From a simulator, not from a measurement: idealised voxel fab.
process module | voxel wiring stack
cross-section cut | 235 nm wide | cells 5 nm
A cross-section is a grid of square cells, given in bands from the top down. A band is one or more rows of cells.
Each band's line starts with the height of the band's top and of its bottom, in nm. Then come its materials from left to right, each with its width in nm. One material with "throughout" fills the band from edge to edge. "air" is empty space.
Height 0 is the level under which the wafer as received is all one material. The lowest band goes on downwards, as in "0 down".
A width such as "30 to 40" changes by the same amount from each row of cells to the next, from the band's top row to its bottom row.
"no change" after a step means that no cell of the cross-section changed.
closed voids: empty space of 8 cells or more with no open way to the top, each as width x height at its distance from the left edge, in nm
after a step's settings: what the simulator itself notes on the step
overlay nm, on a step with a mask: how far to the right of its planned place the mask lay; to the left if negative
plan
1 op RECEIVE | material Si
2 op CONFORMAL_DEP | material SiO2 | thk nm 10
3 op DIRECTIONAL_DEP | material TiN | thk nm 5
4 op DIRECTIONAL_DEP | material W | thk nm 20
5 op PATTERN | tone cover | mask id METAL_1 | material resist | width nm 30 | pitch nm 45 | thk nm 20 | overlay nm 0
6 op DIRECTIONAL_ETCH | etch materials W | depth nm 20
7 op DIRECTIONAL_ETCH | etch materials TiN | depth nm 5
8 op STRIP | etch materials resist
9 op FILL_DEP | material lowk | thk nm 5
10 op CMP | height nm 35
11 op CONFORMAL_DEP | material SiCN | thk nm 5
12 op DIRECTIONAL_DEP | material SiO2 | thk nm 20
13 op DIRECTIONAL_DEP | material aC | thk nm 15
14 op PATTERN | tone open | mask id PLUG_1 | material resist | width nm 15 | pitch nm 45 | thk nm 35 | overlay nm 0
15 op DIRECTIONAL_ETCH | etch materials aC | depth nm 15
16 op STRIP | etch materials resist
17 op DIRECTIONAL_ETCH | etch materials SiO2 | depth nm 20
18 op DIRECTIONAL_ETCH | etch materials SiCN | depth nm 5
19 op STRIP | etch materials aC
20 op CONFORMAL_DEP | material TiN | thk nm 5
21 op FILL_DEP | material W | thk nm 10
22 op CMP | height nm 60
23 op CONFORMAL_DEP | material SiCN | thk nm 5
24 op DIRECTIONAL_DEP | material lowk | thk nm 20
25 op PATTERN | tone open | mask id METAL_2 | material resist | width nm 30 | pitch nm 45 | thk nm 15 | overlay nm 0
26 op DIRECTIONAL_ETCH | etch materials lowk | depth nm 20
27 op DIRECTIONAL_ETCH | etch materials SiCN | depth nm 5
28 op STRIP | etch materials resist
29 op CONFORMAL_DEP | material TiN | thk nm 5
30 op FILL_DEP | material Cu | thk nm 5
31 op CMP | height nm 85
32 op CONFORMAL_DEP | material SiCN | thk nm 5
33 op DIRECTIONAL_DEP | material SiO2 | thk nm 30
34 op PATTERN | tone open | mask id METAL_3 | material resist | width nm 30 | pitch nm 45 | thk nm 15 | overlay nm 0
35 op DIRECTIONAL_ETCH | etch materials SiO2 | depth nm 20
36 op STRIP | etch materials resist
37 op PATTERN | tone open | mask id METAL_3_HOLES | material resist | width nm 15 | pitch nm 90 | thk nm 20 | overlay nm 0
38 op DIRECTIONAL_ETCH | etch materials SiO2 | depth nm 10
39 op DIRECTIONAL_ETCH | etch materials SiCN | depth nm 5
40 op STRIP | etch materials resist
41 op CONFORMAL_DEP | material TiN | thk nm 5
42 op FILL_DEP | material Cu | thk nm 5
43 op CMP | height nm 120
44 op CONFORMAL_DEP | material SiCN | thk nm 5
45 op DIRECTIONAL_DEP | material lowk | thk nm 30
46 op PATTERN | tone open | mask id METAL_4 | material resist | width nm 30 | pitch nm 45 | thk nm 20 | overlay nm 0
47 op DIRECTIONAL_ETCH | etch materials lowk | depth nm 15
48 op STRIP | etch materials resist
49 op MASKED_ETCH | tone open | mask id METAL_4_HOLES | width nm 15 | pitch nm 45 | etch materials lowk | depth nm 15 | overlay nm 0
50 op MASKED_ETCH | tone open | mask id METAL_4_HOLES | width nm 15 | pitch nm 45 | etch materials SiCN | depth nm 5 | overlay nm 0
51 op CONFORMAL_DEP | material TiN | thk nm 5
52 op FILL_DEP | material Cu | thk nm 10
53 op CMP | height nm 155
54 op CONFORMAL_DEP | material SiN | thk nm 5
first wafer, as planned
as received, after step 1
  0 down: Si throughout
  closed voids: none
after step 2
  10 to 0: SiO2 throughout
  below 0: unchanged
after step 3
  15 to 10: TiN throughout
  below 10: unchanged
after step 4
  35 to 15: W throughout
  below 15: unchanged
after step 5
  55 to 35: air 55 | resist 30 | air 15 | resist 30 | air 15 | resist 30 | air 60
  below 35: unchanged
after step 6
  55 to 35: air 55 | resist 30 | air 15 | resist 30 | air 15 | resist 30 | air 60
  35 to 15: air 55 | W 30 | air 15 | W 30 | air 15 | W 30 | air 60
  below 15: unchanged
after step 7
  55 to 35: air 55 | resist 30 | air 15 | resist 30 | air 15 | resist 30 | air 60
  35 to 15: air 55 | W 30 | air 15 | W 30 | air 15 | W 30 | air 60
  15 to 10: air 55 | TiN 30 | air 15 | TiN 30 | air 15 | TiN 30 | air 60
  below 10: unchanged
after step 8
  35 to 15: air 55 | W 30 | air 15 | W 30 | air 15 | W 30 | air 60
  below 15: unchanged
after step 9
  40 to 35: lowk throughout
  35 to 15: lowk 55 | W 30 | lowk 15 | W 30 | lowk 15 | W 30 | lowk 60
  15 to 10: lowk 55 | TiN 30 | lowk 15 | TiN 30 | lowk 15 | TiN 30 | lowk 60
  below 10: unchanged
after step 10
  35 to 15: lowk 55 | W 30 | lowk 15 | W 30 | lowk 15 | W 30 | lowk 60
  below 15: unchanged
after step 11
  40 to 35: SiCN throughout
  below 35: unchanged
after step 12
  60 to 40: SiO2 throughout
  below 40: unchanged
after step 13
  75 to 60: aC throughout
  below 60: unchanged
after step 14
  110 to 75: resist 55 | air 15 | resist 30 | air 15 | resist 30 | air 15 | resist 75
  below 75: unchanged
after step 15
  95 to 75: resist 55 | air 15 | resist 30 | air 15 | resist 30 | air 15 | resist 75
  75 to 60: aC 55 | air 15 | aC 30 | air 15 | aC 30 | air 15 | aC 75
  below 60: unchanged
after step 16
  75 to 60: aC 55 | air 15 | aC 30 | air 15 | aC 30 | air 15 | aC 75
  below 60: unchanged
after step 17
  75 to 60: aC 55 | air 15 | aC 30 | air 15 | aC 30 | air 15 | aC 75
  60 to 40: SiO2 55 | air 15 | SiO2 30 | air 15 | SiO2 30 | air 15 | SiO2 75
  below 40: unchanged
after step 18
  75 to 60: aC 55 | air 15 | aC 30 | air 15 | aC 30 | air 15 | aC 75
  60 to 40: SiO2 55 | air 15 | SiO2 30 | air 15 | SiO2 30 | air 15 | SiO2 75
  40 to 35: SiCN 55 | air 15 | SiCN 30 | air 15 | SiCN 30 | air 15 | SiCN 75
  below 35: unchanged
after step 19
  60 to 40: SiO2 55 | air 15 | SiO2 30 | air 15 | SiO2 30 | air 15 | SiO2 75
  below 40: unchanged
after step 20
  65 to 60: TiN 60 | air 5 | TiN 40 | air 5 | TiN 40 | air 5 | TiN 80
  60 to 40: SiO2 55 | TiN 5 | air 5 | TiN 5 | SiO2 30 | TiN 5 | air 5 | TiN 5 | SiO2 30 | TiN 5 | air 5 | TiN 5 | SiO2 75
  40 to 35: SiCN 55 | TiN 15 | SiCN 30 | TiN 15 | SiCN 30 | TiN 15 | SiCN 75
  below 35: unchanged
after step 21
  75 to 65: W throughout
  65 to 60: TiN 60 | W 5 | TiN 40 | W 5 | TiN 40 | W 5 | TiN 80
  60 to 40: SiO2 55 | TiN 5 | W 5 | TiN 5 | SiO2 30 | TiN 5 | W 5 | TiN 5 | SiO2 30 | TiN 5 | W 5 | TiN 5 | SiO2 75
  below 40: unchanged
after step 22
  60 to 40: SiO2 55 | TiN 5 | W 5 | TiN 5 | SiO2 30 | TiN 5 | W 5 | TiN 5 | SiO2 30 | TiN 5 | W 5 | TiN 5 | SiO2 75
  below 40: unchanged
after step 23
  65 to 60: SiCN throughout
  below 60: unchanged
after step 24
  85 to 65: lowk throughout
  below 65: unchanged
after step 25
  100 to 85: resist 55 | air 30 | resist 15 | air 30 | resist 15 | air 30 | resist 60
  below 85: unchanged
after step 26
  100 to 85: resist 55 | air 30 | resist 15 | air 30 | resist 15 | air 30 | resist 60
  85 to 65: lowk 55 | air 30 | lowk 15 | air 30 | lowk 15 | air 30 | lowk 60
  below 65: unchanged
after step 27
  100 to 85: resist 55 | air 30 | resist 15 | air 30 | resist 15 | air 30 | resist 60
  85 to 65: lowk 55 | air 30 | lowk 15 | air 30 | lowk 15 | air 30 | lowk 60
  65 to 60: SiCN 55 | air 30 | SiCN 15 | air 30 | SiCN 15 | air 30 | SiCN 60
  below 60: unchanged
after step 28
  85 to 65: lowk 55 | air 30 | lowk 15 | air 30 | lowk 15 | air 30 | lowk 60
  below 65: unchanged
after step 29
  90 to 85: TiN 60 | air 20 | TiN 25 | air 20 | TiN 25 | air 20 | TiN 65
  85 to 65: lowk 55 | TiN 5 | air 20 | TiN 5 | lowk 15 | TiN 5 | air 20 | TiN 5 | lowk 15 | TiN 5 | air 20 | TiN 5 | lowk 60
  65 to 60: SiCN 55 | TiN 30 | SiCN 15 | TiN 30 | SiCN 15 | TiN 30 | SiCN 60
  below 60: unchanged
after step 30
  95 to 90: Cu throughout
  90 to 85: TiN 60 | Cu 20 | TiN 25 | Cu 20 | TiN 25 | Cu 20 | TiN 65
  85 to 65: lowk 55 | TiN 5 | Cu 20 | TiN 5 | lowk 15 | TiN 5 | Cu 20 | TiN 5 | lowk 15 | TiN 5 | Cu 20 | TiN 5 | lowk 60
  below 65: unchanged
after step 31
  85 to 65: lowk 55 | TiN 5 | Cu 20 | TiN 5 | lowk 15 | TiN 5 | Cu 20 | TiN 5 | lowk 15 | TiN 5 | Cu 20 | TiN 5 | lowk 60
  below 65: unchanged
after step 32
  90 to 85: SiCN throughout
  below 85: unchanged
after step 33
  120 to 90: SiO2 throughout
  below 90: unchanged
after step 34
  135 to 120: resist 55 | air 30 | resist 15 | air 30 | resist 15 | air 30 | resist 60
  below 120: unchanged
after step 35
  135 to 120: resist 55 | air 30 | resist 15 | air 30 | resist 15 | air 30 | resist 60
  120 to 100: SiO2 55 | air 30 | SiO2 15 | air 30 | SiO2 15 | air 30 | SiO2 60
  below 100: unchanged
after step 36
  120 to 100: SiO2 55 | air 30 | SiO2 15 | air 30 | SiO2 15 | air 30 | SiO2 60
  below 100: unchanged
after step 37
  140 to 120: resist 55 | air 15 | resist 75 | air 15 | resist 75
  120 to 100: SiO2 55 | air 15 | resist 15 | SiO2 15 | resist 30 | SiO2 15 | air 15 | resist 15 | SiO2 60
  below 100: unchanged
after step 38
  140 to 120: resist 55 | air 15 | resist 75 | air 15 | resist 75
  120 to 100: SiO2 55 | air 15 | resist 15 | SiO2 15 | resist 30 | SiO2 15 | air 15 | resist 15 | SiO2 60
  100 to 90: SiO2 55 | air 15 | SiO2 75 | air 15 | SiO2 75
  below 90: unchanged
after step 39
  140 to 120: resist 55 | air 15 | resist 75 | air 15 | resist 75
  120 to 100: SiO2 55 | air 15 | resist 15 | SiO2 15 | resist 30 | SiO2 15 | air 15 | resist 15 | SiO2 60
  100 to 90: SiO2 55 | air 15 | SiO2 75 | air 15 | SiO2 75
  90 to 85: SiCN 55 | air 15 | SiCN 75 | air 15 | SiCN 75
  below 85: unchanged
after step 40
  120 to 100: SiO2 55 | air 30 | SiO2 15 | air 30 | SiO2 15 | air 30 | SiO2 60
  below 100: unchanged
after step 41
  125 to 120: TiN 60 | air 20 | TiN 25 | air 20 | TiN 25 | air 20 | TiN 65
  120 to 105: SiO2 55 | TiN 5 | air 20 | TiN 5 | SiO2 15 | TiN 5 | air 20 | TiN 5 | SiO2 15 | TiN 5 | air 20 | TiN 5 | SiO2 60
  105 to 100: SiO2 55 | TiN 5 | air 5 | TiN 20 | SiO2 15 | TiN 30 | SiO2 15 | TiN 5 | air 5 | TiN 20 | SiO2 60
  100 to 90: SiO2 55 | TiN 5 | air 5 | TiN 5 | SiO2 75 | TiN 5 | air 5 | TiN 5 | SiO2 75
  90 to 85: SiCN 55 | TiN 15 | SiCN 75 | TiN 15 | SiCN 75
  below 85: unchanged
after step 42
  130 to 125: Cu throughout
  125 to 120: TiN 60 | Cu 20 | TiN 25 | Cu 20 | TiN 25 | Cu 20 | TiN 65
  120 to 105: SiO2 55 | TiN 5 | Cu 20 | TiN 5 | SiO2 15 | TiN 5 | Cu 20 | TiN 5 | SiO2 15 | TiN 5 | Cu 20 | TiN 5 | SiO2 60
  105 to 100: SiO2 55 | TiN 5 | Cu 5 | TiN 20 | SiO2 15 | TiN 30 | SiO2 15 | TiN 5 | Cu 5 | TiN 20 | SiO2 60
  100 to 90: SiO2 55 | TiN 5 | Cu 5 | TiN 5 | SiO2 75 | TiN 5 | Cu 5 | TiN 5 | SiO2 75
  below 90: unchanged
after step 43
  120 to 105: SiO2 55 | TiN 5 | Cu 20 | TiN 5 | SiO2 15 | TiN 5 | Cu 20 | TiN 5 | SiO2 15 | TiN 5 | Cu 20 | TiN 5 | SiO2 60
  below 105: unchanged
after step 44
  125 to 120: SiCN throughout
  below 120: unchanged
after step 45
  155 to 125: lowk throughout
  below 125: unchanged
after step 46
  175 to 155: resist 55 | air 30 | resist 15 | air 30 | resist 15 | air 30 | resist 60
  below 155: unchanged
after step 47
  175 to 155: resist 55 | air 30 | resist 15 | air 30 | resist 15 | air 30 | resist 60
  155 to 140: lowk 55 | air 30 | lowk 15 | air 30 | lowk 15 | air 30 | lowk 60
  below 140: unchanged
after step 48
  155 to 140: lowk 55 | air 30 | lowk 15 | air 30 | lowk 15 | air 30 | lowk 60
  below 140: unchanged
after step 49
  155 to 140: lowk 55 | air 30 | lowk 15 | air 30 | lowk 15 | air 30 | lowk 60
  140 to 125: lowk 55 | air 15 | lowk 30 | air 15 | lowk 30 | air 15 | lowk 75
  below 125: unchanged
after step 50
  155 to 140: lowk 55 | air 30 | lowk 15 | air 30 | lowk 15 | air 30 | lowk 60
  140 to 125: lowk 55 | air 15 | lowk 30 | air 15 | lowk 30 | air 15 | lowk 75
  125 to 120: SiCN 55 | air 15 | SiCN 30 | air 15 | SiCN 30 | air 15 | SiCN 75
  below 120: unchanged
after step 51
  160 to 155: TiN 60 | air 20 | TiN 25 | air 20 | TiN 25 | air 20 | TiN 65
  155 to 145: lowk 55 | TiN 5 | air 20 | TiN 5 | lowk 15 | TiN 5 | air 20 | TiN 5 | lowk 15 | TiN 5 | air 20 | TiN 5 | lowk 60
  145 to 140: lowk 55 | TiN 5 | air 5 | TiN 20 | lowk 15 | TiN 5 | air 5 | TiN 20 | lowk 15 | TiN 5 | air 5 | TiN 20 | lowk 60
  140 to 125: lowk 55 | TiN 5 | air 5 | TiN 5 | lowk 30 | TiN 5 | air 5 | TiN 5 | lowk 30 | TiN 5 | air 5 | TiN 5 | lowk 75
  125 to 120: SiCN 55 | TiN 15 | SiCN 30 | TiN 15 | SiCN 30 | TiN 15 | SiCN 75
  below 120: unchanged
after step 52
  170 to 160: Cu throughout
  160 to 155: TiN 60 | Cu 20 | TiN 25 | Cu 20 | TiN 25 | Cu 20 | TiN 65
  155 to 145: lowk 55 | TiN 5 | Cu 20 | TiN 5 | lowk 15 | TiN 5 | Cu 20 | TiN 5 | lowk 15 | TiN 5 | Cu 20 | TiN 5 | lowk 60
  145 to 140: lowk 55 | TiN 5 | Cu 5 | TiN 20 | lowk 15 | TiN 5 | Cu 5 | TiN 20 | lowk 15 | TiN 5 | Cu 5 | TiN 20 | lowk 60
  140 to 125: lowk 55 | TiN 5 | Cu 5 | TiN 5 | lowk 30 | TiN 5 | Cu 5 | TiN 5 | lowk 30 | TiN 5 | Cu 5 | TiN 5 | lowk 75
  below 125: unchanged
after step 53
  155 to 145: lowk 55 | TiN 5 | Cu 20 | TiN 5 | lowk 15 | TiN 5 | Cu 20 | TiN 5 | lowk 15 | TiN 5 | Cu 20 | TiN 5 | lowk 60
  below 145: unchanged
after step 54
  160 to 155: SiN throughout
  below 155: unchanged
second wafer: like start, like plan, one mistake. Through step 32 it matches the first wafer
when step 33 should have ended
  150 to 90: SiO2 throughout
  below 90: unchanged
when step 34 should have ended
  165 to 150: resist 55 | air 30 | resist 15 | air 30 | resist 15 | air 30 | resist 60
  below 150: unchanged
when step 35 should have ended
  165 to 150: resist 55 | air 30 | resist 15 | air 30 | resist 15 | air 30 | resist 60
  150 to 130: SiO2 55 | air 30 | SiO2 15 | air 30 | SiO2 15 | air 30 | SiO2 60
  below 130: unchanged
when step 36 should have ended
  150 to 130: SiO2 55 | air 30 | SiO2 15 | air 30 | SiO2 15 | air 30 | SiO2 60
  below 130: unchanged
when step 37 should have ended
  170 to 150: resist 55 | air 15 | resist 75 | air 15 | resist 75
  150 to 130: SiO2 55 | air 15 | resist 15 | SiO2 15 | resist 30 | SiO2 15 | air 15 | resist 15 | SiO2 60
  below 130: unchanged
when step 38 should have ended
  170 to 150: resist 55 | air 15 | resist 75 | air 15 | resist 75
  150 to 130: SiO2 55 | air 15 | resist 15 | SiO2 15 | resist 30 | SiO2 15 | air 15 | resist 15 | SiO2 60
  130 to 120: SiO2 55 | air 15 | SiO2 75 | air 15 | SiO2 75
  below 120: unchanged
when step 39 should have ended: no change
when step 40 should have ended
  150 to 130: SiO2 55 | air 30 | SiO2 15 | air 30 | SiO2 15 | air 30 | SiO2 60
  below 130: unchanged
when step 41 should have ended
  155 to 150: TiN 60 | air 20 | TiN 25 | air 20 | TiN 25 | air 20 | TiN 65
  150 to 135: SiO2 55 | TiN 5 | air 20 | TiN 5 | SiO2 15 | TiN 5 | air 20 | TiN 5 | SiO2 15 | TiN 5 | air 20 | TiN 5 | SiO2 60
  135 to 130: SiO2 55 | TiN 5 | air 5 | TiN 20 | SiO2 15 | TiN 30 | SiO2 15 | TiN 5 | air 5 | TiN 20 | SiO2 60
  130 to 125: SiO2 55 | TiN 5 | air 5 | TiN 5 | SiO2 75 | TiN 5 | air 5 | TiN 5 | SiO2 75
  125 to 120: SiO2 55 | TiN 15 | SiO2 75 | TiN 15 | SiO2 75
  below 120: unchanged
when step 42 should have ended
  160 to 155: Cu throughout
  155 to 150: TiN 60 | Cu 20 | TiN 25 | Cu 20 | TiN 25 | Cu 20 | TiN 65
  150 to 135: SiO2 55 | TiN 5 | Cu 20 | TiN 5 | SiO2 15 | TiN 5 | Cu 20 | TiN 5 | SiO2 15 | TiN 5 | Cu 20 | TiN 5 | SiO2 60
  135 to 130: SiO2 55 | TiN 5 | Cu 5 | TiN 20 | SiO2 15 | TiN 30 | SiO2 15 | TiN 5 | Cu 5 | TiN 20 | SiO2 60
  130 to 125: SiO2 55 | TiN 5 | Cu 5 | TiN 5 | SiO2 75 | TiN 5 | Cu 5 | TiN 5 | SiO2 75
  below 125: unchanged
when step 43 should have ended
  120 to 90: SiO2 throughout
  below 90: unchanged
when step 44 should have ended
  125 to 120: SiCN throughout
  below 120: unchanged
when step 45 should have ended
  155 to 125: lowk throughout
  below 125: unchanged
when step 46 should have ended
  175 to 155: resist 55 | air 30 | resist 15 | air 30 | resist 15 | air 30 | resist 60
  below 155: unchanged
when step 47 should have ended
  175 to 155: resist 55 | air 30 | resist 15 | air 30 | resist 15 | air 30 | resist 60
  155 to 140: lowk 55 | air 30 | lowk 15 | air 30 | lowk 15 | air 30 | lowk 60
  below 140: unchanged
when step 48 should have ended
  155 to 140: lowk 55 | air 30 | lowk 15 | air 30 | lowk 15 | air 30 | lowk 60
  below 140: unchanged
when step 49 should have ended
  155 to 140: lowk 55 | air 30 | lowk 15 | air 30 | lowk 15 | air 30 | lowk 60
  140 to 125: lowk 55 | air 15 | lowk 30 | air 15 | lowk 30 | air 15 | lowk 75
  below 125: unchanged
when step 50 should have ended
  155 to 140: lowk 55 | air 30 | lowk 15 | air 30 | lowk 15 | air 30 | lowk 60
  140 to 125: lowk 55 | air 15 | lowk 30 | air 15 | lowk 30 | air 15 | lowk 75
  125 to 120: SiCN 55 | air 15 | SiCN 30 | air 15 | SiCN 30 | air 15 | SiCN 75
  below 120: unchanged
when step 51 should have ended
  160 to 155: TiN 60 | air 20 | TiN 25 | air 20 | TiN 25 | air 20 | TiN 65
  155 to 145: lowk 55 | TiN 5 | air 20 | TiN 5 | lowk 15 | TiN 5 | air 20 | TiN 5 | lowk 15 | TiN 5 | air 20 | TiN 5 | lowk 60
  145 to 140: lowk 55 | TiN 5 | air 5 | TiN 20 | lowk 15 | TiN 5 | air 5 | TiN 20 | lowk 15 | TiN 5 | air 5 | TiN 20 | lowk 60
  140 to 125: lowk 55 | TiN 5 | air 5 | TiN 5 | lowk 30 | TiN 5 | air 5 | TiN 5 | lowk 30 | TiN 5 | air 5 | TiN 5 | lowk 75
  125 to 120: SiCN 55 | TiN 15 | SiCN 30 | TiN 15 | SiCN 30 | TiN 15 | SiCN 75
  below 120: unchanged
when step 52 should have ended
  170 to 160: Cu throughout
  160 to 155: TiN 60 | Cu 20 | TiN 25 | Cu 20 | TiN 25 | Cu 20 | TiN 65
  155 to 145: lowk 55 | TiN 5 | Cu 20 | TiN 5 | lowk 15 | TiN 5 | Cu 20 | TiN 5 | lowk 15 | TiN 5 | Cu 20 | TiN 5 | lowk 60
  145 to 140: lowk 55 | TiN 5 | Cu 5 | TiN 20 | lowk 15 | TiN 5 | Cu 5 | TiN 20 | lowk 15 | TiN 5 | Cu 5 | TiN 20 | lowk 60
  140 to 125: lowk 55 | TiN 5 | Cu 5 | TiN 5 | lowk 30 | TiN 5 | Cu 5 | TiN 5 | lowk 30 | TiN 5 | Cu 5 | TiN 5 | lowk 75
  below 125: unchanged
when step 53 should have ended
  155 to 145: lowk 55 | TiN 5 | Cu 20 | TiN 5 | lowk 15 | TiN 5 | Cu 20 | TiN 5 | lowk 15 | TiN 5 | Cu 20 | TiN 5 | lowk 60
  below 145: unchanged
when step 54 should have ended
  160 to 155: SiN throughout
  below 155: unchanged
what went wrong: step 33 was run twice
at the end the second wafer has, in cells: 42 fewer of Cu | 6 more of SiCN | 84 more of SiO2 | 48 fewer of TiN
